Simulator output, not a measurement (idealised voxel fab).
Presented below is a process module, voxel capacitor over wiring.
Shown is cross-section cut, with a width of 145 nm and square cells of size 5 nm.
Format of a cross-section: grid, square cells. Given as bands. Order: top down. Band: one or more rows of cells.
Quick guide to a band line: top height, bottom height (nm) up front; then every material left to right with its width in nm. Only one material and it's marked "everywhere"? Then it fills the band edge to edge. And "blank" just means empty space.
Ref level 0: as-received wafer is one material below here. Bottom band extends down with no lower bound ("from 0 down").
Width: "30 to 40" (first number = top row, second number = bottom row, same change from row to row of cells).
What does "no alterations made" mean for a step? It means no cell of the cross-section changed in that step.
Empty spaces counting at least 8 cells and having no open way to the top are listed in "Fully enclosed voids". The notation width x height at distance is used for each, the distance being from the left edge and all three values in nm.
Formally, on a step line, whatever follows the settings is a remark that the simulator itself makes on the step.
"overlay nm" answers the question of how far to the right of plan the mask lay on a step that has a mask, and when it is negative the answer is to the left.

## plan
1) RECEIVE [material Si]
2) CONFORMAL_DEP [material SiO2] [thk nm 15]
3) CONFORMAL_DEP [material SiN] [thk nm 5]
4) DIRECTIONAL_DEP [material SiO2] [thk nm 20]
5) DIRECTIONAL_DEP [material aC] [thk nm 10]
6) PATTERN [tone open] [mask id METAL_1] [material resist] [width nm 20] [pitch nm 90] [thk nm 30] [overlay nm 0]
7) DIRECTIONAL_ETCH [etch materials aC] [depth nm 5]
8) STRIP [etch materials resist]
9) DIRECTIONAL_ETCH [etch materials SiO2] [depth nm 20]
10) DIRECTIONAL_ETCH [etch materials SiN] [depth nm 5]
11) STRIP [etch materials aC]
12) CONFORMAL_DEP [material TiN] [thk nm 5]
13) FILL_DEP [material Cu] [thk nm 10]
14) CMP [height nm 40]
15) CONFORMAL_DEP [material SiCN] [thk nm 5]
16) DIRECTIONAL_DEP [material lowk] [thk nm 15]
17) DIRECTIONAL_DEP [material aC] [thk nm 15]
18) PATTERN [tone open] [mask id PLUG_1] [material resist] [width nm 15] [thk nm 35] [overlay nm 0]
19) DIRECTIONAL_ETCH [etch materials aC] [depth nm 15]
20) STRIP [etch materials resist]
21) DIRECTIONAL_ETCH [etch materials lowk] [depth nm 15]
22) DIRECTIONAL_ETCH [etch materials SiCN] [depth nm 5]
23) STRIP [etch materials aC]
24) CONFORMAL_DEP [material TiN] [thk nm 5]
25) FILL_DEP [material Cu] [thk nm 5]
26) CMP [height nm 60]
27) DIRECTIONAL_DEP [material TiN] [thk nm 5]
28) DIRECTIONAL_DEP [material SiN] [thk nm 5]
29) DIRECTIONAL_DEP [material TiN] [thk nm 5]
30) DIRECTIONAL_DEP [material aC] [thk nm 10]
31) PATTERN [tone cover] [mask id UPPER_PLATE] [material resist] [width nm 75] [thk nm 30] [overlay nm 0]
32) DIRECTIONAL_ETCH [etch materials aC] [depth nm 10]
33) STRIP [etch materials resist]
34) DIRECTIONAL_ETCH [etch materials TiN] [depth nm 5]
35) DIRECTIONAL_ETCH [etch materials SiN] [depth nm 5]
36) STRIP [etch materials aC]
37) PATTERN [tone cover] [mask id LOWER_PLATE] [material resist] [width nm 85] [thk nm 15] [overlay nm 0]
38) DIRECTIONAL_ETCH [etch materials TiN] [depth nm 5]
39) STRIP [etch materials resist]
40) FILL_DEP [material SiO2] [thk nm 20]
41) CMP [height nm 90]
42) PATTERN [tone open] [mask id PLUG_2] [material resist] [width nm 15] [thk nm 15] [overlay nm 0]
43) DIRECTIONAL_ETCH [etch materials SiO2] [depth nm 15]
44) STRIP [etch materials resist]
45) CONFORMAL_DEP [material TiN] [thk nm 5]
46) FILL_DEP [material Ru] [thk nm 10]
47) CMP [height nm 90]
48) CONFORMAL_DEP [material SiN] [thk nm 5]
Every wafer here starts from the same state; it is the step 7 depth nm that distinguishes them, and the value the plan gives belongs to the first wafer.

## Cross-section of the first of several wafers as received (after step 1)
	from 0 down | Si everywhere
	Fully enclosed voids: none

## Basically each wafer gets a line in the table, showing it at the end of the module: material by material, the cells it gained (+) or lost (-) since we got it, then its closed voids
depth nm 5; +3 Cu; +2 Ru; +26 SiCN; +73 SiN; +321 SiO2; +48 TiN; +78 lowk; Fully enclosed voids: none
depth nm 10; +19 Cu; +2 Ru; +26 SiCN; +65 SiN; +289 SiO2; +72 TiN; +78 lowk; Fully enclosed voids: none
depth nm 15; +19 Cu; +2 Ru; +26 SiCN; +65 SiN; +289 SiO2; +72 TiN; +78 lowk; Fully enclosed voids: none
depth nm 20; +19 Cu; +2 Ru; +26 SiCN; +65 SiN; +289 SiO2; +72 TiN; +78 lowk; Fully enclosed voids: none
depth nm 25; +19 Cu; +2 Ru; +26 SiCN; +65 SiN; +289 SiO2; +72 TiN; +78 lowk; Fully enclosed voids: none
